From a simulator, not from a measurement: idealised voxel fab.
The following is a process module called voxel capacitor over wiring.
Each square cell in cross-section cut measures 5 nm, and the section as a whole is 160 nm wide.
Reading order for cross-sections: top band down to bottom band. Underlying form: a grid of square cells. Band size: one or more rows of cells. Per band: top height and bottom height in nm, followed by the left-to-right materials and their widths in nm; "all across" marks a single material spanning edge to edge, "air" marks empty space. Where do heights start? At 0: under that level the wafer as delivered is made of one material only. And the lowest band has no floor; it just carries on downward, as in "0..down". Top row gets the first number, bottom row gets the second, and each row in between changes by the same step: that is how a band width like "30->40" works. Step marked "left unchanged"? Then no cell in the cross-section changed in it. The label "Sealed internal voids" introduces a list of the empty spaces, 8 cells or larger, that have no open way up to the top; each entry in it reads width x height at distance, where the distance is taken from the left edge and all three are stated in nm. If you see something after the settings on a step's line, that's the simulator's own remark about that step. The line of a step may include "overlay nm". On a step with a mask, this value is how far to the right of its planned place the mask lay. A negative value means the mask lay to the left.
## plan
- 1: RECEIVE | material Si
- 2: CONFORMAL_DEP | material SiO2 | thk nm 10
- 3: DIRECTIONAL_DEP | material TiN | thk nm 5
- 4: DIRECTIONAL_DEP | material Ru | thk nm 20
- 5: PATTERN | tone cover | mask id METAL_1 | material resist | width nm 25 | pitch nm 75 | thk nm 15 | overlay nm 0
- 6: DIRECTIONAL_ETCH | etch materials Ru | depth nm 20
- 7: DIRECTIONAL_ETCH | etch materials TiN | depth nm 5
- 8: STRIP | etch materials resist
- 9: CONFORMAL_DEP | material SiCN | thk nm 5
- 10: FILL_DEP | material lowk | thk nm 10
- 11: CMP | height nm 35
- 12: CONFORMAL_DEP | material SiCN | thk nm 5
- 13: DIRECTIONAL_DEP | material lowk | thk nm 10
- 14: PATTERN | tone open | mask id PLUG_1 | material resist | width nm 15 | thk nm 15 | overlay nm 0
- 15: DIRECTIONAL_ETCH | etch materials lowk | depth nm 10
- 16: DIRECTIONAL_ETCH | etch materials SiCN | depth nm 5
- 17: STRIP | etch materials resist
- 18: CONFORMAL_DEP | material TiN | thk nm 5
- 19: FILL_DEP | material Cu | thk nm 5
- 20: CMP | height nm 50
- 21: DIRECTIONAL_DEP | material TiN | thk nm 5
- 22: DIRECTIONAL_DEP | material Al2O3 | thk nm 5
- 23: DIRECTIONAL_DEP | material TiN | thk nm 10
- 24: MASKED_ETCH | tone cover | mask id UPPER_PLATE | width nm 55 | etch materials TiN | depth nm 10 | overlay nm 0
- 25: MASKED_ETCH | tone cover | mask id UPPER_PLATE | width nm 55 | etch materials Al2O3 | depth nm 5 | overlay nm 0
- 26: MASKED_ETCH | tone cover | mask id LOWER_PLATE | width nm 65 | etch materials TiN | depth nm 5 | overlay nm 0
- 27: FILL_DEP | material SiO2 | thk nm 15
- 28: CMP | height nm 80
- 29: DIRECTIONAL_DEP | material aC | thk nm 15
- 30: PATTERN | tone open | mask id PLUG_2 | material resist | width nm 15 | thk nm 35 | overlay nm 0
- 31: DIRECTIONAL_ETCH | etch materials aC | depth nm 15
- 32: STRIP | etch materials resist
- 33: DIRECTIONAL_ETCH | etch materials SiO2 | depth nm 10
- 34: STRIP | etch materials aC
- 35: CONFORMAL_DEP | material TiN | thk nm 5
- 36: FILL_DEP | material Cu | thk nm 10
- 37: CMP | height nm 80
- 38: CONFORMAL_DEP | material SiCN | thk nm 5
## So, the first of our two wafers, run just as we planned it
## Shown in cross-section is the wafer as received, that is, as it stands after step 1
    0..down | Si all across
    Sealed internal voids: none
## After step 2: wafer cross-section
    10..0 | SiO2 all across
    Anything lower than 0 is untouched.
## After step 3: wafer cross-section
    15..10 | TiN all across
    Anything lower than 10 is untouched.
## After step 4: wafer cross-section
    35..15 | Ru all across
    Anything lower than 15 is untouched.
## After step 5: wafer cross-section
    50..35 | air 30 nm  resist 25 nm  air 50 nm  resist 25 nm  air 30 nm
    Anything lower than 35 is untouched.
## After step 6: wafer cross-section
    50..35 | air 30 nm  resist 25 nm  air 50 nm  resist 25 nm  air 30 nm
    35..15 | air 30 nm  Ru 25 nm  air 50 nm  Ru 25 nm  air 30 nm
    Anything lower than 15 is untouched.
## After step 7: wafer cross-section
    50..35 | air 30 nm  resist 25 nm  air 50 nm  resist 25 nm  air 30 nm
    35..15 | air 30 nm  Ru 25 nm  air 50 nm  Ru 25 nm  air 30 nm
    15..10 | air 30 nm  TiN 25 nm  air 50 nm  TiN 25 nm  air 30 nm
    Anything lower than 10 is untouched.
## After step 8: wafer cross-section
    35..15 | air 30 nm  Ru 25 nm  air 50 nm  Ru 25 nm  air 30 nm
    Anything lower than 15 is untouched.
## After step 9: wafer cross-section
    40..35 | air 25 nm  SiCN 35 nm  air 40 nm  SiCN 35 nm  air 25 nm
    35..15 | air 25 nm  SiCN 5 nm  Ru 25 nm  SiCN 5 nm  air 40 nm  SiCN 5 nm  Ru 25 nm  SiCN 5 nm  air 25 nm
    15..10 | SiCN 30 nm  TiN 25 nm  SiCN 50 nm  TiN 25 nm  SiCN 30 nm
    Anything lower than 10 is untouched.
## After step 10: wafer cross-section
    50..40 | lowk all across
    40..35 | lowk 25 nm  SiCN 35 nm  lowk 40 nm  SiCN 35 nm  lowk 25 nm
    35..15 | lowk 25 nm  SiCN 5 nm  Ru 25 nm  SiCN 5 nm  lowk 40 nm  SiCN 5 nm  Ru 25 nm  SiCN 5 nm  lowk 25 nm
    Anything lower than 15 is untouched.
## After step 11: wafer cross-section
    35..15 | lowk 25 nm  SiCN 5 nm  Ru 25 nm  SiCN 5 nm  lowk 40 nm  SiCN 5 nm  Ru 25 nm  SiCN 5 nm  lowk 25 nm
    Anything lower than 15 is untouched.
## After step 12: wafer cross-section
    40..35 | SiCN all across
    Anything lower than 35 is untouched.
## After step 13: wafer cross-section
    50..40 | lowk all across
    Anything lower than 40 is untouched.
## After step 14: wafer cross-section
    65..50 | resist 40 nm  air 15 nm  resist 105 nm
    Anything lower than 50 is untouched.
## After step 15: wafer cross-section
    65..50 | resist 40 nm  air 15 nm  resist 105 nm
    50..40 | lowk 40 nm  air 15 nm  lowk 105 nm
    Anything lower than 40 is untouched.
## After step 16: wafer cross-section
    65..50 | resist 40 nm  air 15 nm  resist 105 nm
    50..40 | lowk 40 nm  air 15 nm  lowk 105 nm
    40..35 | SiCN 40 nm  air 15 nm  SiCN 105 nm
    Anything lower than 35 is untouched.
## After step 17: wafer cross-section
    50..40 | lowk 40 nm  air 15 nm  lowk 105 nm
    Anything lower than 40 is untouched.
## After step 18: wafer cross-section
    55..50 | TiN 45 nm  air 5 nm  TiN 110 nm
    50..40 | lowk 40 nm  TiN 5 nm  air 5 nm  TiN 5 nm  lowk 105 nm
    40..35 | SiCN 40 nm  TiN 15 nm  SiCN 105 nm
    Anything lower than 35 is untouched.
## After step 19: wafer cross-section
    60..55 | Cu all across
    55..50 | TiN 45 nm  Cu 5 nm  TiN 110 nm
    50..40 | lowk 40 nm  TiN 5 nm  Cu 5 nm  TiN 5 nm  lowk 105 nm
    Anything lower than 40 is untouched.
## After step 20: wafer cross-section
    50..40 | lowk 40 nm  TiN 5 nm  Cu 5 nm  TiN 5 nm  lowk 105 nm
    Anything lower than 40 is untouched.
## After step 21: wafer cross-section
    55..50 | TiN all across
    Anything lower than 50 is untouched.
## After step 22: wafer cross-section
    60..55 | Al2O3 all across
    Anything lower than 55 is untouched.
## After step 23: wafer cross-section
    70..60 | TiN all across
    Anything lower than 60 is untouched.
## After step 24: wafer cross-section
    70..60 | air 40 nm  TiN 55 nm  air 65 nm
    Anything lower than 60 is untouched.
## After step 25: wafer cross-section
    70..60 | air 40 nm  TiN 55 nm  air 65 nm
    60..55 | air 40 nm  Al2O3 55 nm  air 65 nm
    Anything lower than 55 is untouched.
## After step 26: wafer cross-section
    70..60 | air 40 nm  TiN 55 nm  air 65 nm
    60..55 | air 40 nm  Al2O3 55 nm  air 65 nm
    55..50 | air 35 nm  TiN 65 nm  air 60 nm
    Anything lower than 50 is untouched.
## After step 27: wafer cross-section
    85..70 | SiO2 all across
    70..60 | SiO2 40 nm  TiN 55 nm  SiO2 65 nm
    60..55 | SiO2 40 nm  Al2O3 55 nm  SiO2 65 nm
    55..50 | SiO2 35 nm  TiN 65 nm  SiO2 60 nm
    Anything lower than 50 is untouched.
## After step 28: wafer cross-section
    80..70 | SiO2 all across
    Anything lower than 70 is untouched.
## After step 29: wafer cross-section
    95..80 | aC all across
    Anything lower than 80 is untouched.
## After step 30: wafer cross-section
    130..95 | resist 50 nm  air 15 nm  resist 95 nm
    Anything lower than 95 is untouched.
## After step 31: wafer cross-section
    115..95 | resist 50 nm  air 15 nm  resist 95 nm
    95..80 | aC 50 nm  air 15 nm  aC 95 nm
    Anything lower than 80 is untouched.
## After step 32: wafer cross-section
    95..80 | aC 50 nm  air 15 nm  aC 95 nm
    Anything lower than 80 is untouched.
## After step 33: wafer cross-section
    95..80 | aC 50 nm  air 15 nm  aC 95 nm
    80..70 | SiO2 50 nm  air 15 nm  SiO2 95 nm
    Anything lower than 70 is untouched.
## After step 34: wafer cross-section
    80..70 | SiO2 50 nm  air 15 nm  SiO2 95 nm
    Anything lower than 70 is untouched.
## After step 35: wafer cross-section
    85..80 | TiN 55 nm  air 5 nm  TiN 100 nm
    80..75 | SiO2 50 nm  TiN 5 nm  air 5 nm  TiN 5 nm  SiO2 95 nm
    75..70 | SiO2 50 nm  TiN 15 nm  SiO2 95 nm
    Anything lower than 70 is untouched.
## After step 36: wafer cross-section
    95..85 | Cu all across
    85..80 | TiN 55 nm  Cu 5 nm  TiN 100 nm
    80..75 | SiO2 50 nm  TiN 5 nm  Cu 5 nm  TiN 5 nm  SiO2 95 nm
    Anything lower than 75 is untouched.
## After step 37: wafer cross-section
    80..75 | SiO2 50 nm  TiN 5 nm  Cu 5 nm  TiN 5 nm  SiO2 95 nm
    Anything lower than 75 is untouched.
## After step 38: wafer cross-section
    85..80 | SiCN all across
    Anything lower than 80 is untouched.
## The second wafer began exactly as the first did and followed the same plan, but one mistake was made while running it; through step 13 inclusive, the two wafers are identical
## Cross-section: second wafer, time at which step 14 was scheduled to end
    65..50 | resist 35 nm  air 15 nm  resist 110 nm
    Anything lower than 50 is untouched.
## Cross-section: second wafer, time at which step 15 was scheduled to end
    65..50 | resist 35 nm  air 15 nm  resist 110 nm
    50..40 | lowk 35 nm  air 15 nm  lowk 110 nm
    Anything lower than 40 is untouched.
## Cross-section: second wafer, time at which step 16 was scheduled to end
    65..50 | resist 35 nm  air 15 nm  resist 110 nm
    50..40 | lowk 35 nm  air 15 nm  lowk 110 nm
    40..35 | SiCN 35 nm  air 15 nm  SiCN 110 nm
    Anything lower than 35 is untouched.
## Cross-section: second wafer, time at which step 17 was scheduled to end
    50..40 | lowk 35 nm  air 15 nm  lowk 110 nm
    Anything lower than 40 is untouched.
## Cross-section: second wafer, time at which step 18 was scheduled to end
    55..50 | TiN 40 nm  air 5 nm  TiN 115 nm
    50..40 | lowk 35 nm  TiN 5 nm  air 5 nm  TiN 5 nm  lowk 110 nm
    40..35 | SiCN 35 nm  TiN 15 nm  SiCN 110 nm
    Anything lower than 35 is untouched.
## Cross-section: second wafer, time at which step 19 was scheduled to end
    60..55 | Cu all across
    55..50 | TiN 40 nm  Cu 5 nm  TiN 115 nm
    50..40 | lowk 35 nm  TiN 5 nm  Cu 5 nm  TiN 5 nm  lowk 110 nm
    Anything lower than 40 is untouched.
## Cross-section: second wafer, time at which step 20 was scheduled to end
    50..40 | lowk 35 nm  TiN 5 nm  Cu 5 nm  TiN 5 nm  lowk 110 nm
    Anything lower than 40 is untouched.
## Cross-section: second wafer, time at which step 21 was scheduled to end
    55..50 | TiN all across
    Anything lower than 50 is untouched.
## Cross-section: second wafer, time at which step 22 was scheduled to end
    60..55 | Al2O3 all across
    Anything lower than 55 is untouched.
## Cross-section: second wafer, time at which step 23 was scheduled to end
    70..60 | TiN all across
    Anything lower than 60 is untouched.
## Cross-section: second wafer, time at which step 24 was scheduled to end
    70..60 | air 40 nm  TiN 55 nm  air 65 nm
    Anything lower than 60 is untouched.
## Cross-section: second wafer, time at which step 25 was scheduled to end
    70..60 | air 40 nm  TiN 55 nm  air 65 nm
    60..55 | air 40 nm  Al2O3 55 nm  air 65 nm
    Anything lower than 55 is untouched.
## Cross-section: second wafer, time at which step 26 was scheduled to end
    70..60 | air 40 nm  TiN 55 nm  air 65 nm
    60..55 | air 40 nm  Al2O3 55 nm  air 65 nm
    55..50 | air 35 nm  TiN 65 nm  air 60 nm
    Anything lower than 50 is untouched.
## Cross-section: second wafer, time at which step 27 was scheduled to end
    85..70 | SiO2 all across
    70..60 | SiO2 40 nm  TiN 55 nm  SiO2 65 nm
    60..55 | SiO2 40 nm  Al2O3 55 nm  SiO2 65 nm
    55..50 | SiO2 35 nm  TiN 65 nm  SiO2 60 nm
    Anything lower than 50 is untouched.
## Cross-section: second wafer, time at which step 28 was scheduled to end
    80..70 | SiO2 all across
    Anything lower than 70 is untouched.
## Cross-section: second wafer, time at which step 29 was scheduled to end
    95..80 | aC all across
    Anything lower than 80 is untouched.
## Cross-section: second wafer, time at which step 30 was scheduled to end
    130..95 | resist 50 nm  air 15 nm  resist 95 nm
    Anything lower than 95 is untouched.
## Cross-section: second wafer, time at which step 31 was scheduled to end
    115..95 | resist 50 nm  air 15 nm  resist 95 nm
    95..80 | aC 50 nm  air 15 nm  aC 95 nm
    Anything lower than 80 is untouched.
## Cross-section: second wafer, time at which step 32 was scheduled to end
    95..80 | aC 50 nm  air 15 nm  aC 95 nm
    Anything lower than 80 is untouched.
## Cross-section: second wafer, time at which step 33 was scheduled to end
    95..80 | aC 50 nm  air 15 nm  aC 95 nm
    80..70 | SiO2 50 nm  air 15 nm  SiO2 95 nm
    Anything lower than 70 is untouched.
## Cross-section: second wafer, time at which step 34 was scheduled to end
    80..70 | SiO2 50 nm  air 15 nm  SiO2 95 nm
    Anything lower than 70 is untouched.
## Cross-section: second wafer, time at which step 35 was scheduled to end
    85..80 | TiN 55 nm  air 5 nm  TiN 100 nm
    80..75 | SiO2 50 nm  TiN 5 nm  air 5 nm  TiN 5 nm  SiO2 95 nm
    75..70 | SiO2 50 nm  TiN 15 nm  SiO2 95 nm
    Anything lower than 70 is untouched.
## Cross-section: second wafer, time at which step 36 was scheduled to end
    95..85 | Cu all across
    85..80 | TiN 55 nm  Cu 5 nm  TiN 100 nm
    80..75 | SiO2 50 nm  TiN 5 nm  Cu 5 nm  TiN 5 nm  SiO2 95 nm
    Anything lower than 75 is untouched.
## Cross-section: second wafer, time at which step 37 was scheduled to end
    80..75 | SiO2 50 nm  TiN 5 nm  Cu 5 nm  TiN 5 nm  SiO2 95 nm
    Anything lower than 75 is untouched.
## Cross-section: second wafer, time at which step 38 was scheduled to end
    85..80 | SiCN all across
    Anything lower than 80 is untouched.
Deviation noted in wafer processing: step 14 off recipe, ran as PATTERN | tone open | mask id PLUG_1 | material resist | width nm 15 | thk nm 15 | overlay nm -5
In the final comparison it is observed that the number of cells assigned to each material is identical for the two wafers, whereas their placement is not.
